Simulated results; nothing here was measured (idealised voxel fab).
process module | voxel wiring stack
cross-section cut | 270 nm wide | cells 5 nm
A cross-section is a grid of square cells, given in bands from the top down. A band is one or more rows of cells.
Each band's line starts with the height of the band's top and of its bottom, in nm. Then come its materials from left to right, each with its width in nm. One material with "throughout" fills the band from edge to edge. "air" is empty space.
Height 0 is the level under which the wafer as received is all one material. The lowest band goes on downwards, as in "0 down".
A width such as "30 to 40" changes by the same amount from each row of cells to the next, from the band's top row to its bottom row.
"no change" after a step means that no cell of the cross-section changed.
closed voids: empty space of 8 cells or more with no open way to the top, each as width x height at its distance from the left edge, in nm
after a step's settings: what the simulator itself notes on the step
overlay nm, on a step with a mask: how far to the right of its planned place the mask lay; to the left if negative
plan
1 op RECEIVE | material Si
2 op CONFORMAL_DEP | material SiO2 | thk nm 15
3 op DIRECTIONAL_DEP | material TiN | thk nm 5
4 op DIRECTIONAL_DEP | material Ru | thk nm 20
5 op MASKED_ETCH | tone cover | mask id METAL_1 | width nm 25 | pitch nm 45 | etch materials Ru | depth nm 20 | overlay nm 0
6 op MASKED_ETCH | tone cover | mask id METAL_1 | width nm 25 | pitch nm 45 | etch materials TiN | depth nm 5 | overlay nm 0
7 op CONFORMAL_DEP | material SiCN | thk nm 5
8 op FILL_DEP | material SiO2 | thk nm 10
9 op CMP | height nm 40
10 op CONFORMAL_DEP | material SiCN | thk nm 5
11 op DIRECTIONAL_DEP | material lowk | thk nm 30
12 op DIRECTIONAL_DEP | material aC | thk nm 10
13 op PATTERN | tone open | mask id METAL_2_HOLES | material resist | width nm 15 | pitch nm 45 | thk nm 25 | overlay nm 0
14 op DIRECTIONAL_ETCH | etch materials aC | depth nm 10
15 op STRIP | etch materials resist
16 op DIRECTIONAL_ETCH | etch materials lowk | depth nm 30
17 op STRIP | etch materials aC
18 op MASKED_ETCH | tone open | mask id METAL_2 | width nm 25 | pitch nm 45 | etch materials lowk | depth nm 15 | overlay nm 0
19 op MASKED_ETCH | tone open | mask id METAL_2 | width nm 25 | pitch nm 45 | etch materials SiCN | depth nm 5 | overlay nm 0
20 op CONFORMAL_DEP | material TiN | thk nm 5
21 op FILL_DEP | material Ru | thk nm 10
22 op CMP | height nm 75
23 op CONFORMAL_DEP | material SiCN | thk nm 5
24 op DIRECTIONAL_DEP | material lowk | thk nm 10
25 op PATTERN | tone open | mask id PLUG_2 | material resist | width nm 15 | pitch nm 45 | thk nm 20 | overlay nm 0
26 op DIRECTIONAL_ETCH | etch materials lowk | depth nm 10
27 op DIRECTIONAL_ETCH | etch materials SiCN | depth nm 5
28 op STRIP | etch materials resist
29 op EPI | material Ru | thk nm 10
30 op EPI | material Ru | thk nm 5
31 op DIRECTIONAL_DEP | material TiN | thk nm 5
32 op DIRECTIONAL_DEP | material W | thk nm 25
33 op MASKED_ETCH | tone cover | mask id METAL_3 | width nm 25 | pitch nm 45 | etch materials W | depth nm 25 | overlay nm 0
34 op MASKED_ETCH | tone cover | mask id METAL_3 | width nm 25 | pitch nm 45 | etch materials TiN | depth nm 5 | overlay nm 0
35 op FILL_DEP | material lowk | thk nm 10
36 op CMP | height nm 120
37 op CONFORMAL_DEP | material SiCN | thk nm 5
first wafer, as planned
as received, after step 1
  0 down: Si throughout
  closed voids: none
after step 2
  15 to 0: SiO2 throughout
  below 0: unchanged
after step 3
  20 to 15: TiN throughout
  below 15: unchanged
after step 4
  40 to 20: Ru throughout
  below 20: unchanged
after step 5
  40 to 20: air 75 | Ru 25 | air 20 | Ru 25 | air 20 | Ru 25 | air 80
  below 20: unchanged
after step 6
  40 to 20: air 75 | Ru 25 | air 20 | Ru 25 | air 20 | Ru 25 | air 80
  20 to 15: air 75 | TiN 25 | air 20 | TiN 25 | air 20 | TiN 25 | air 80
  below 15: unchanged
after step 7
  45 to 40: air 70 | SiCN 35 | air 10 | SiCN 35 | air 10 | SiCN 35 | air 75
  40 to 20: air 70 | SiCN 5 | Ru 25 | SiCN 5 | air 10 | SiCN 5 | Ru 25 | SiCN 5 | air 10 | SiCN 5 | Ru 25 | SiCN 5 | air 75
  20 to 15: SiCN 75 | TiN 25 | SiCN 20 | TiN 25 | SiCN 20 | TiN 25 | SiCN 80
  below 15: unchanged
after step 8
  55 to 45: SiO2 throughout
  45 to 40: SiO2 70 | SiCN 35 | SiO2 10 | SiCN 35 | SiO2 10 | SiCN 35 | SiO2 75
  40 to 20: SiO2 70 | SiCN 5 | Ru 25 | SiCN 5 | SiO2 10 | SiCN 5 | Ru 25 | SiCN 5 | SiO2 10 | SiCN 5 | Ru 25 | SiCN 5 | SiO2 75
  below 20: unchanged
after step 9
  40 to 20: SiO2 70 | SiCN 5 | Ru 25 | SiCN 5 | SiO2 10 | SiCN 5 | Ru 25 | SiCN 5 | SiO2 10 | SiCN 5 | Ru 25 | SiCN 5 | SiO2 75
  below 20: unchanged
after step 10
  45 to 40: SiCN throughout
  below 40: unchanged
after step 11
  75 to 45: lowk throughout
  below 45: unchanged
after step 12
  85 to 75: aC throughout
  below 75: unchanged
after step 13
  110 to 85: resist 75 | air 15 | resist 30 | air 15 | resist 30 | air 15 | resist 90
  below 85: unchanged
after step 14
  100 to 85: resist 75 | air 15 | resist 30 | air 15 | resist 30 | air 15 | resist 90
  85 to 75: aC 75 | air 15 | aC 30 | air 15 | aC 30 | air 15 | aC 90
  below 75: unchanged
after step 15
  85 to 75: aC 75 | air 15 | aC 30 | air 15 | aC 30 | air 15 | aC 90
  below 75: unchanged
after step 16
  85 to 75: aC 75 | air 15 | aC 30 | air 15 | aC 30 | air 15 | aC 90
  75 to 45: lowk 75 | air 15 | lowk 30 | air 15 | lowk 30 | air 15 | lowk 90
  below 45: unchanged
after step 17
  75 to 45: lowk 75 | air 15 | lowk 30 | air 15 | lowk 30 | air 15 | lowk 90
  below 45: unchanged
after step 18
  75 to 60: lowk 75 | air 25 | lowk 20 | air 25 | lowk 20 | air 25 | lowk 80
  below 60: unchanged
after step 19
  75 to 60: lowk 75 | air 25 | lowk 20 | air 25 | lowk 20 | air 25 | lowk 80
  60 to 45: lowk 75 | air 15 | lowk 30 | air 15 | lowk 30 | air 15 | lowk 90
  45 to 40: SiCN 75 | air 15 | SiCN 30 | air 15 | SiCN 30 | air 15 | SiCN 90
  below 40: unchanged
after step 20
  80 to 75: TiN 80 | air 15 | TiN 30 | air 15 | TiN 30 | air 15 | TiN 85
  75 to 65: lowk 75 | TiN 5 | air 15 | TiN 5 | lowk 20 | TiN 5 | air 15 | TiN 5 | lowk 20 | TiN 5 | air 15 | TiN 5 | lowk 80
  65 to 60: lowk 75 | TiN 5 | air 5 | TiN 15 | lowk 20 | TiN 5 | air 5 | TiN 15 | lowk 20 | TiN 5 | air 5 | TiN 15 | lowk 80
  60 to 45: lowk 75 | TiN 5 | air 5 | TiN 5 | lowk 30 | TiN 5 | air 5 | TiN 5 | lowk 30 | TiN 5 | air 5 | TiN 5 | lowk 90
  45 to 40: SiCN 75 | TiN 15 | SiCN 30 | TiN 15 | SiCN 30 | TiN 15 | SiCN 90
  below 40: unchanged
after step 21
  90 to 80: Ru throughout
  80 to 75: TiN 80 | Ru 15 | TiN 30 | Ru 15 | TiN 30 | Ru 15 | TiN 85
  75 to 65: lowk 75 | TiN 5 | Ru 15 | TiN 5 | lowk 20 | TiN 5 | Ru 15 | TiN 5 | lowk 20 | TiN 5 | Ru 15 | TiN 5 | lowk 80
  65 to 60: lowk 75 | TiN 5 | Ru 5 | TiN 15 | lowk 20 | TiN 5 | Ru 5 | TiN 15 | lowk 20 | TiN 5 | Ru 5 | TiN 15 | lowk 80
  60 to 45: lowk 75 | TiN 5 | Ru 5 | TiN 5 | lowk 30 | TiN 5 | Ru 5 | TiN 5 | lowk 30 | TiN 5 | Ru 5 | TiN 5 | lowk 90
  below 45: unchanged
after step 22
  75 to 65: lowk 75 | TiN 5 | Ru 15 | TiN 5 | lowk 20 | TiN 5 | Ru 15 | TiN 5 | lowk 20 | TiN 5 | Ru 15 | TiN 5 | lowk 80
  below 65: unchanged
after step 23
  80 to 75: SiCN throughout
  below 75: unchanged
after step 24
  90 to 80: lowk throughout
  below 80: unchanged
after step 25
  110 to 90: resist 75 | air 15 | resist 30 | air 15 | resist 30 | air 15 | resist 90
  below 90: unchanged
after step 26
  110 to 90: resist 75 | air 15 | resist 30 | air 15 | resist 30 | air 15 | resist 90
  90 to 80: lowk 75 | air 15 | lowk 30 | air 15 | lowk 30 | air 15 | lowk 90
  below 80: unchanged
after step 27
  110 to 90: resist 75 | air 15 | resist 30 | air 15 | resist 30 | air 15 | resist 90
  90 to 80: lowk 75 | air 15 | lowk 30 | air 15 | lowk 30 | air 15 | lowk 90
  80 to 75: SiCN 75 | air 15 | SiCN 30 | air 15 | SiCN 30 | air 15 | SiCN 90
  below 75: unchanged
after step 28
  90 to 80: lowk 75 | air 15 | lowk 30 | air 15 | lowk 30 | air 15 | lowk 90
  below 80: unchanged
after step 29
  90 to 85: lowk 75 | air 15 | lowk 30 | air 15 | lowk 30 | air 15 | lowk 90
  85 to 80: lowk 75 | Ru 15 | lowk 30 | Ru 15 | lowk 30 | Ru 15 | lowk 90
  80 to 75: SiCN 75 | Ru 15 | SiCN 30 | Ru 15 | SiCN 30 | Ru 15 | SiCN 90
  below 75: unchanged
after step 30
  90 to 80: lowk 75 | Ru 15 | lowk 30 | Ru 15 | lowk 30 | Ru 15 | lowk 90
  below 80: unchanged
after step 31
  95 to 90: TiN throughout
  below 90: unchanged
after step 32
  120 to 95: W throughout
  below 95: unchanged
after step 33
  120 to 95: air 75 | W 25 | air 20 | W 25 | air 20 | W 25 | air 80
  below 95: unchanged
after step 34
  120 to 95: air 75 | W 25 | air 20 | W 25 | air 20 | W 25 | air 80
  95 to 90: air 75 | TiN 25 | air 20 | TiN 25 | air 20 | TiN 25 | air 80
  below 90: unchanged
after step 35
  130 to 120: lowk throughout
  120 to 95: lowk 75 | W 25 | lowk 20 | W 25 | lowk 20 | W 25 | lowk 80
  95 to 90: lowk 75 | TiN 25 | lowk 20 | TiN 25 | lowk 20 | TiN 25 | lowk 80
  below 90: unchanged
after step 36
  120 to 95: lowk 75 | W 25 | lowk 20 | W 25 | lowk 20 | W 25 | lowk 80
  below 95: unchanged
after step 37
  125 to 120: SiCN throughout
  below 120: unchanged
second wafer: like start, like plan, one mistake. Through step 1 it matches the first wafer
when step 2 should have ended: no change
when step 3 should have ended
  5 to 0: TiN throughout
  below 0: unchanged
when step 4 should have ended
  25 to 5: Ru throughout
  below 5: unchanged
when step 5 should have ended
  25 to 5: air 75 | Ru 25 | air 20 | Ru 25 | air 20 | Ru 25 | air 80
  below 5: unchanged
when step 6 should have ended
  25 to 5: air 75 | Ru 25 | air 20 | Ru 25 | air 20 | Ru 25 | air 80
  5 to 0: air 75 | TiN 25 | air 20 | TiN 25 | air 20 | TiN 25 | air 80
  below 0: unchanged
when step 7 should have ended
  30 to 25: air 70 | SiCN 35 | air 10 | SiCN 35 | air 10 | SiCN 35 | air 75
  25 to 5: air 70 | SiCN 5 | Ru 25 | SiCN 5 | air 10 | SiCN 5 | Ru 25 | SiCN 5 | air 10 | SiCN 5 | Ru 25 | SiCN 5 | air 75
  5 to 0: SiCN 75 | TiN 25 | SiCN 20 | TiN 25 | SiCN 20 | TiN 25 | SiCN 80
  below 0: unchanged
when step 8 should have ended
  40 to 30: SiO2 throughout
  30 to 25: SiO2 70 | SiCN 35 | SiO2 10 | SiCN 35 | SiO2 10 | SiCN 35 | SiO2 75
  25 to 5: SiO2 70 | SiCN 5 | Ru 25 | SiCN 5 | SiO2 10 | SiCN 5 | Ru 25 | SiCN 5 | SiO2 10 | SiCN 5 | Ru 25 | SiCN 5 | SiO2 75
  below 5: unchanged
when step 9 should have ended: no change
when step 10 should have ended
  45 to 40: SiCN throughout
  below 40: unchanged
when step 11 should have ended
  75 to 45: lowk throughout
  below 45: unchanged
when step 12 should have ended
  85 to 75: aC throughout
  below 75: unchanged
when step 13 should have ended
  110 to 85: resist 75 | air 15 | resist 30 | air 15 | resist 30 | air 15 | resist 90
  below 85: unchanged
when step 14 should have ended
  100 to 85: resist 75 | air 15 | resist 30 | air 15 | resist 30 | air 15 | resist 90
  85 to 75: aC 75 | air 15 | aC 30 | air 15 | aC 30 | air 15 | aC 90
  below 75: unchanged
when step 15 should have ended
  85 to 75: aC 75 | air 15 | aC 30 | air 15 | aC 30 | air 15 | aC 90
  below 75: unchanged
when step 16 should have ended
  85 to 75: aC 75 | air 15 | aC 30 | air 15 | aC 30 | air 15 | aC 90
  75 to 45: lowk 75 | air 15 | lowk 30 | air 15 | lowk 30 | air 15 | lowk 90
  below 45: unchanged
when step 17 should have ended
  75 to 45: lowk 75 | air 15 | lowk 30 | air 15 | lowk 30 | air 15 | lowk 90
  below 45: unchanged
when step 18 should have ended
  75 to 60: lowk 75 | air 25 | lowk 20 | air 25 | lowk 20 | air 25 | lowk 80
  below 60: unchanged
when step 19 should have ended
  75 to 60: lowk 75 | air 25 | lowk 20 | air 25 | lowk 20 | air 25 | lowk 80
  60 to 45: lowk 75 | air 15 | lowk 30 | air 15 | lowk 30 | air 15 | lowk 90
  45 to 40: SiCN 75 | air 15 | SiCN 30 | air 15 | SiCN 30 | air 15 | SiCN 90
  below 40: unchanged
when step 20 should have ended
  80 to 75: TiN 80 | air 15 | TiN 30 | air 15 | TiN 30 | air 15 | TiN 85
  75 to 65: lowk 75 | TiN 5 | air 15 | TiN 5 | lowk 20 | TiN 5 | air 15 | TiN 5 | lowk 20 | TiN 5 | air 15 | TiN 5 | lowk 80
  65 to 60: lowk 75 | TiN 5 | air 5 | TiN 15 | lowk 20 | TiN 5 | air 5 | TiN 15 | lowk 20 | TiN 5 | air 5 | TiN 15 | lowk 80
  60 to 45: lowk 75 | TiN 5 | air 5 | TiN 5 | lowk 30 | TiN 5 | air 5 | TiN 5 | lowk 30 | TiN 5 | air 5 | TiN 5 | lowk 90
  45 to 40: SiCN 75 | TiN 15 | SiCN 30 | TiN 15 | SiCN 30 | TiN 15 | SiCN 90
  below 40: unchanged
when step 21 should have ended
  90 to 80: Ru throughout
  80 to 75: TiN 80 | Ru 15 | TiN 30 | Ru 15 | TiN 30 | Ru 15 | TiN 85
  75 to 65: lowk 75 | TiN 5 | Ru 15 | TiN 5 | lowk 20 | TiN 5 | Ru 15 | TiN 5 | lowk 20 | TiN 5 | Ru 15 | TiN 5 | lowk 80
  65 to 60: lowk 75 | TiN 5 | Ru 5 | TiN 15 | lowk 20 | TiN 5 | Ru 5 | TiN 15 | lowk 20 | TiN 5 | Ru 5 | TiN 15 | lowk 80
  60 to 45: lowk 75 | TiN 5 | Ru 5 | TiN 5 | lowk 30 | TiN 5 | Ru 5 | TiN 5 | lowk 30 | TiN 5 | Ru 5 | TiN 5 | lowk 90
  below 45: unchanged
when step 22 should have ended
  75 to 65: lowk 75 | TiN 5 | Ru 15 | TiN 5 | lowk 20 | TiN 5 | Ru 15 | TiN 5 | lowk 20 | TiN 5 | Ru 15 | TiN 5 | lowk 80
  below 65: unchanged
when step 23 should have ended
  80 to 75: SiCN throughout
  below 75: unchanged
when step 24 should have ended
  90 to 80: lowk throughout
  below 80: unchanged
when step 25 should have ended
  110 to 90: resist 75 | air 15 | resist 30 | air 15 | resist 30 | air 15 | resist 90
  below 90: unchanged
when step 26 should have ended
  110 to 90: resist 75 | air 15 | resist 30 | air 15 | resist 30 | air 15 | resist 90
  90 to 80: lowk 75 | air 15 | lowk 30 | air 15 | lowk 30 | air 15 | lowk 90
  below 80: unchanged
when step 27 should have ended
  110 to 90: resist 75 | air 15 | resist 30 | air 15 | resist 30 | air 15 | resist 90
  90 to 80: lowk 75 | air 15 | lowk 30 | air 15 | lowk 30 | air 15 | lowk 90
  80 to 75: SiCN 75 | air 15 | SiCN 30 | air 15 | SiCN 30 | air 15 | SiCN 90
  below 75: unchanged
when step 28 should have ended
  90 to 80: lowk 75 | air 15 | lowk 30 | air 15 | lowk 30 | air 15 | lowk 90
  below 80: unchanged
when step 29 should have ended
  90 to 85: lowk 75 | air 15 | lowk 30 | air 15 | lowk 30 | air 15 | lowk 90
  85 to 80: lowk 75 | Ru 15 | lowk 30 | Ru 15 | lowk 30 | Ru 15 | lowk 90
  80 to 75: SiCN 75 | Ru 15 | SiCN 30 | Ru 15 | SiCN 30 | Ru 15 | SiCN 90
  below 75: unchanged
when step 30 should have ended
  90 to 80: lowk 75 | Ru 15 | lowk 30 | Ru 15 | lowk 30 | Ru 15 | lowk 90
  below 80: unchanged
when step 31 should have ended
  95 to 90: TiN throughout
  below 90: unchanged
when step 32 should have ended
  120 to 95: W throughout
  below 95: unchanged
when step 33 should have ended
  120 to 95: air 75 | W 25 | air 20 | W 25 | air 20 | W 25 | air 80
  below 95: unchanged
when step 34 should have ended
  120 to 95: air 75 | W 25 | air 20 | W 25 | air 20 | W 25 | air 80
  95 to 90: air 75 | TiN 25 | air 20 | TiN 25 | air 20 | TiN 25 | air 80
  below 90: unchanged
when step 35 should have ended
  130 to 120: lowk throughout
  120 to 95: lowk 75 | W 25 | lowk 20 | W 25 | lowk 20 | W 25 | lowk 80
  95 to 90: lowk 75 | TiN 25 | lowk 20 | TiN 25 | lowk 20 | TiN 25 | lowk 80
  below 90: unchanged
when step 36 should have ended
  120 to 95: lowk 75 | W 25 | lowk 20 | W 25 | lowk 20 | W 25 | lowk 80
  below 95: unchanged
when step 37 should have ended
  125 to 120: SiCN throughout
  below 120: unchanged
what went wrong: step 2 was left out
at the end the second wafer has, in cells: 21 more of SiCN | 21 fewer of SiO2
